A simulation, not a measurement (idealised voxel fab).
Presented below is a process module, voxel self aligned contacts.
Cross-section cut spans 265 nm and uses square cells 5 nm in size.
Cross-section, as written here: a square-cell grid given band by band from the top down, where a band holds one or more rows of cells.
Within each band entry, the heights of the top and of the bottom of the band appear first, in that order and in nm; the materials of the band then follow from left to right, each with its corresponding width in nm. The designation "everywhere" on a single material indicates that it fills the band from edge to edge; the designation "air" indicates empty space.
Heights from 0 (as-received wafer is one material below). Bottom band endless downward, as "z 0 and below".
The width entry "30..40" should be interpreted row by row: the top row of cells in the band takes the first number, the bottom row takes the second number, and the change between adjacent rows is uniform throughout.
Where a step carries "no change", the cross-section came out of it unchanged, cell for cell.
"Closed internal voids" - sealed voids, min. 8 cells, no opening to top; format: width x height at distance (distance from left edge; nm throughout).
On a step's line, text after the settings is the simulator commenting on that step.
overlay nm: where the mask lay relative to plan, measured to the right, on steps with a mask; negatives go left.

Listed below are the process steps as planned
1) op RECEIVE | material Si
2) op CONFORMAL_DEP | material SiO2 | thk nm 5
3) op DIRECTIONAL_DEP | material polySi | thk nm 20
4) op DIRECTIONAL_DEP | material SiN | thk nm 15
5) op PATTERN | tone cover | mask id GATE | material resist | width nm 35 | pitch nm 70 | thk nm 15 | overlay nm 0
6) op DIRECTIONAL_ETCH | etch materials SiN | depth nm 15
7) op DIRECTIONAL_ETCH | etch materials polySi | depth nm 20
8) op STRIP | etch materials resist
9) op CONFORMAL_DEP | material SiN | thk nm 5
10) op DIRECTIONAL_ETCH | etch materials SiN | depth nm 5
11) op FILL_DEP | material SiO2 | thk nm 10
12) op CMP | height nm 45
13) op PATTERN | tone open | mask id CONTACT | material resist | width nm 55 | thk nm 20 | overlay nm 0
14) op DIRECTIONAL_ETCH | etch materials SiO2 | depth nm 45
15) op STRIP | etch materials resist
16) op CONFORMAL_DEP | material TiN | thk nm 5
17) op FILL_DEP | material W | thk nm 5
18) op CMP | height nm 45
19) op CONFORMAL_DEP | material SiCN | thk nm 5

As-received state of the wafer in cross-section, equivalent to post-step 1
* z 0 and below | Si everywhere
* Closed internal voids: none

Final cross-section, module run with one mistake (start and plan as above)
* z 50 to 45 | SiN everywhere
* z 45 to 40 | SiO2: 105, TiN: 20, W: 15, TiN: 20, SiO2: 105
* z 40 to 25 | SiO2: 75, SiN: 45, TiN: 5, W: 15, TiN: 5, SiN: 45, SiO2: 75
* z 25 to 5 | SiO2: 75, SiN: 5, polySi: 35, SiN: 5, TiN: 5, W: 15, TiN: 5, SiN: 5, polySi: 35, SiN: 5, SiO2: 75
* z 5 to 0 | SiO2: 120, TiN: 25, SiO2: 120
* z 0 and below | Si everywhere
* Closed internal voids: none
Misprocessing identified: off-plan run, step 19, actual operation and settings op CONFORMAL_DEP | material SiN | thk nm 5
